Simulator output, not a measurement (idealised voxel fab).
The following is a process module called voxel quadruple lines.
cross-section cut | 270 nm wide | cells 5 nm
Heads up, the way a cross-section reads in here is a grid of square cells, handed over as bands from the top down, with every band being one or more rows of cells.
Band: top height; bottom height; in nm. Then, left to right: material with width in nm, for each material. "throughout": a single material spanning edge to edge. "blank": empty space.
Heads up on the height convention: 0 is the point under which the incoming wafer is all one material, and the lowest band has no bottom, it just keeps going down, like "0..down".
Width spec "30..40" -> top row of cells at first value, bottom row at second value, equal per-row change in between.
"identical to before" for a step: no cell of the cross-section changed in that step.
For the entry "Closed empty spaces", the listed items are empty spaces with no open way to the top whose size is 8 cells or more; each item follows the pattern width x height at distance, where distance is from the left edge and all three are in nm.
The remark found on a step's line after its settings is issued by the simulator itself and pertains to that step.
overlay nm: on a step with a mask, how far right of its planned place the mask lay; negative means left.

Listed below are the process steps as planned:
1,RECEIVE [material Si]
2,CONFORMAL_DEP [material SiO2] [thk nm 5]
3,DIRECTIONAL_DEP [material W] [thk nm 15]
4,DIRECTIONAL_DEP [material polySi] [thk nm 15]
5,DIRECTIONAL_DEP [material aC] [thk nm 25]
6,PATTERN [tone cover] [mask id MANDREL] [material resist] [width nm 30] [pitch nm 80] [thk nm 35] [overlay nm 0]
7,DIRECTIONAL_ETCH [etch materials aC] [depth nm 25]
8,STRIP [etch materials resist]
9,CONFORMAL_DEP [material SiO2] [thk nm 10]
10,DIRECTIONAL_ETCH [etch materials SiO2] [depth nm 10]
11,STRIP [etch materials aC]
12,DIRECTIONAL_ETCH [etch materials polySi] [depth nm 15]
13,STRIP [etch materials SiO2]
14,CONFORMAL_DEP [material SiCN] [thk nm 10]
15,DIRECTIONAL_ETCH [etch materials SiCN] [depth nm 10]
16,STRIP [etch materials polySi]
17,DIRECTIONAL_ETCH [etch materials W] [depth nm 15]
18,STRIP [etch materials SiCN]

Run as planned: first of two wafers:

So this is the incoming wafer in cross-section - it's already been through step 1:
  0..down: Si throughout
  Closed empty spaces: none

Cross-section of the wafer subsequent to step 2:
  5..0: SiO2 throughout
  below 0: unchanged

Cross-section of the wafer subsequent to step 3:
  20..5: W throughout
  below 5: unchanged

Cross-section of the wafer subsequent to step 4:
  35..20: polySi throughout
  below 20: unchanged

Cross-section of the wafer subsequent to step 5:
  60..35: aC throughout
  below 35: unchanged

Cross-section of the wafer subsequent to step 6:
  95..60: 80 blank, 30 resist, 50 blank, 30 resist, 80 blank
  below 60: unchanged

Cross-section of the wafer subsequent to step 7:
  70..60: 80 blank, 30 resist, 50 blank, 30 resist, 80 blank
  60..35: 80 blank, 30 aC, 50 blank, 30 aC, 80 blank
  below 35: unchanged

Cross-section of the wafer subsequent to step 8:
  60..35: 80 blank, 30 aC, 50 blank, 30 aC, 80 blank
  below 35: unchanged

Cross-section of the wafer subsequent to step 9:
  70..60: 70 blank, 50 SiO2, 30 blank, 50 SiO2, 70 blank
  60..45: 70 blank, 10 SiO2, 30 aC, 10 SiO2, 30 blank, 10 SiO2, 30 aC, 10 SiO2, 70 blank
  45..35: 80 SiO2, 30 aC, 50 SiO2, 30 aC, 80 SiO2
  below 35: unchanged

Cross-section of the wafer subsequent to step 10:
  60..35: 70 blank, 10 SiO2, 30 aC, 10 SiO2, 30 blank, 10 SiO2, 30 aC, 10 SiO2, 70 blank
  below 35: unchanged

Cross-section of the wafer subsequent to step 11:
  60..35: 70 blank, 10 SiO2, 30 blank, 10 SiO2, 30 blank, 10 SiO2, 30 blank, 10 SiO2, 70 blank
  below 35: unchanged

Cross-section of the wafer subsequent to step 12:
  60..35: 70 blank, 10 SiO2, 30 blank, 10 SiO2, 30 blank, 10 SiO2, 30 blank, 10 SiO2, 70 blank
  35..20: 70 blank, 10 polySi, 30 blank, 10 polySi, 30 blank, 10 polySi, 30 blank, 10 polySi, 70 blank
  below 20: unchanged

Cross-section of the wafer subsequent to step 13:
  35..20: 70 blank, 10 polySi, 30 blank, 10 polySi, 30 blank, 10 polySi, 30 blank, 10 polySi, 70 blank
  below 20: unchanged

Cross-section of the wafer subsequent to step 14:
  45..35: 60 blank, 30 SiCN, 10 blank, 30 SiCN, 10 blank, 30 SiCN, 10 blank, 30 SiCN, 60 blank
  35..30: 60 blank, 10 SiCN, 10 polySi, 10 SiCN, 10 blank, 10 SiCN, 10 polySi, 10 SiCN, 10 blank, 10 SiCN, 10 polySi, 10 SiCN, 10 blank, 10 SiCN, 10 polySi, 10 SiCN, 60 blank
  30..20: 70 SiCN, 10 polySi, 30 SiCN, 10 polySi, 30 SiCN, 10 polySi, 30 SiCN, 10 polySi, 70 SiCN
  below 20: unchanged

Cross-section of the wafer subsequent to step 15:
  35..20: 60 blank, 10 SiCN, 10 polySi, 10 SiCN, 10 blank, 10 SiCN, 10 polySi, 10 SiCN, 10 blank, 10 SiCN, 10 polySi, 10 SiCN, 10 blank, 10 SiCN, 10 polySi, 10 SiCN, 60 blank
  below 20: unchanged

Cross-section of the wafer subsequent to step 16:
  35..20: 60 blank, 10 SiCN, 10 blank, 10 SiCN, 10 blank, 10 SiCN, 10 blank, 10 SiCN, 10 blank, 10 SiCN, 10 blank, 10 SiCN, 10 blank, 10 SiCN, 10 blank, 10 SiCN, 60 blank
  below 20: unchanged

Cross-section of the wafer subsequent to step 17:
  35..20: 60 blank, 10 SiCN, 10 blank, 10 SiCN, 10 blank, 10 SiCN, 10 blank, 10 SiCN, 10 blank, 10 SiCN, 10 blank, 10 SiCN, 10 blank, 10 SiCN, 10 blank, 10 SiCN, 60 blank
  20..5: 60 blank, 10 W, 10 blank, 10 W, 10 blank, 10 W, 10 blank, 10 W, 10 blank, 10 W, 10 blank, 10 W, 10 blank, 10 W, 10 blank, 10 W, 60 blank
  below 5: unchanged

Cross-section of the wafer subsequent to step 18:
  20..5: 60 blank, 10 W, 10 blank, 10 W, 10 blank, 10 W, 10 blank, 10 W, 10 blank, 10 W, 10 blank, 10 W, 10 blank, 10 W, 10 blank, 10 W, 60 blank
  below 5: unchanged

Second Wafer (Identical Start and Plan, One Processing Error; Matches First Wafer Through Step 2):

Cross-sectional representation of the second wafer at the time designated in the plan for the completion of step 3:
  35..5: W throughout
  below 5: unchanged

Cross-sectional representation of the second wafer at the time designated in the plan for the completion of step 4:
  50..35: polySi throughout
  below 35: unchanged

Cross-sectional representation of the second wafer at the time designated in the plan for the completion of step 5:
  75..50: aC throughout
  below 50: unchanged

Cross-sectional representation of the second wafer at the time designated in the plan for the completion of step 6:
  110..75: 80 blank, 30 resist, 50 blank, 30 resist, 80 blank
  below 75: unchanged

Cross-sectional representation of the second wafer at the time designated in the plan for the completion of step 7:
  85..75: 80 blank, 30 resist, 50 blank, 30 resist, 80 blank
  75..50: 80 blank, 30 aC, 50 blank, 30 aC, 80 blank
  below 50: unchanged

Cross-sectional representation of the second wafer at the time designated in the plan for the completion of step 8:
  75..50: 80 blank, 30 aC, 50 blank, 30 aC, 80 blank
  below 50: unchanged

Cross-sectional representation of the second wafer at the time designated in the plan for the completion of step 9:
  85..75: 70 blank, 50 SiO2, 30 blank, 50 SiO2, 70 blank
  75..60: 70 blank, 10 SiO2, 30 aC, 10 SiO2, 30 blank, 10 SiO2, 30 aC, 10 SiO2, 70 blank
  60..50: 80 SiO2, 30 aC, 50 SiO2, 30 aC, 80 SiO2
  below 50: unchanged

Cross-sectional representation of the second wafer at the time designated in the plan for the completion of step 10:
  75..50: 70 blank, 10 SiO2, 30 aC, 10 SiO2, 30 blank, 10 SiO2, 30 aC, 10 SiO2, 70 blank
  below 50: unchanged

Cross-sectional representation of the second wafer at the time designated in the plan for the completion of step 11:
  75..50: 70 blank, 10 SiO2, 30 blank, 10 SiO2, 30 blank, 10 SiO2, 30 blank, 10 SiO2, 70 blank
  below 50: unchanged

Cross-sectional representation of the second wafer at the time designated in the plan for the completion of step 12:
  75..50: 70 blank, 10 SiO2, 30 blank, 10 SiO2, 30 blank, 10 SiO2, 30 blank, 10 SiO2, 70 blank
  50..35: 70 blank, 10 polySi, 30 blank, 10 polySi, 30 blank, 10 polySi, 30 blank, 10 polySi, 70 blank
  below 35: unchanged

Cross-sectional representation of the second wafer at the time designated in the plan for the completion of step 13:
  50..35: 70 blank, 10 polySi, 30 blank, 10 polySi, 30 blank, 10 polySi, 30 blank, 10 polySi, 70 blank
  below 35: unchanged

Cross-sectional representation of the second wafer at the time designated in the plan for the completion of step 14:
  60..50: 60 blank, 30 SiCN, 10 blank, 30 SiCN, 10 blank, 30 SiCN, 10 blank, 30 SiCN, 60 blank
  50..45: 60 blank, 10 SiCN, 10 polySi, 10 SiCN, 10 blank, 10 SiCN, 10 polySi, 10 SiCN, 10 blank, 10 SiCN, 10 polySi, 10 SiCN, 10 blank, 10 SiCN, 10 polySi, 10 SiCN, 60 blank
  45..35: 70 SiCN, 10 polySi, 30 SiCN, 10 polySi, 30 SiCN, 10 polySi, 30 SiCN, 10 polySi, 70 SiCN
  below 35: unchanged

Cross-sectional representation of the second wafer at the time designated in the plan for the completion of step 15:
  50..35: 60 blank, 10 SiCN, 10 polySi, 10 SiCN, 10 blank, 10 SiCN, 10 polySi, 10 SiCN, 10 blank, 10 SiCN, 10 polySi, 10 SiCN, 10 blank, 10 SiCN, 10 polySi, 10 SiCN, 60 blank
  below 35: unchanged

Cross-sectional representation of the second wafer at the time designated in the plan for the completion of step 16:
  50..35: 60 blank, 10 SiCN, 10 blank, 10 SiCN, 10 blank, 10 SiCN, 10 blank, 10 SiCN, 10 blank, 10 SiCN, 10 blank, 10 SiCN, 10 blank, 10 SiCN, 10 blank, 10 SiCN, 60 blank
  below 35: unchanged

Cross-sectional representation of the second wafer at the time designated in the plan for the completion of step 17:
  50..35: 60 blank, 10 SiCN, 10 blank, 10 SiCN, 10 blank, 10 SiCN, 10 blank, 10 SiCN, 10 blank, 10 SiCN, 10 blank, 10 SiCN, 10 blank, 10 SiCN, 10 blank, 10 SiCN, 60 blank
  35..20: 60 blank, 10 W, 10 blank, 10 W, 10 blank, 10 W, 10 blank, 10 W, 10 blank, 10 W, 10 blank, 10 W, 10 blank, 10 W, 10 blank, 10 W, 60 blank
  below 20: unchanged

Cross-sectional representation of the second wafer at the time designated in the plan for the completion of step 18:
  35..20: 60 blank, 10 W, 10 blank, 10 W, 10 blank, 10 W, 10 blank, 10 W, 10 blank, 10 W, 10 blank, 10 W, 10 blank, 10 W, 10 blank, 10 W, 60 blank
  below 20: unchanged
Processing error: plan step 3 ran twice
Per the end-of-run cell counts, the second wafer holds more or fewer of some materials than the first: W +162
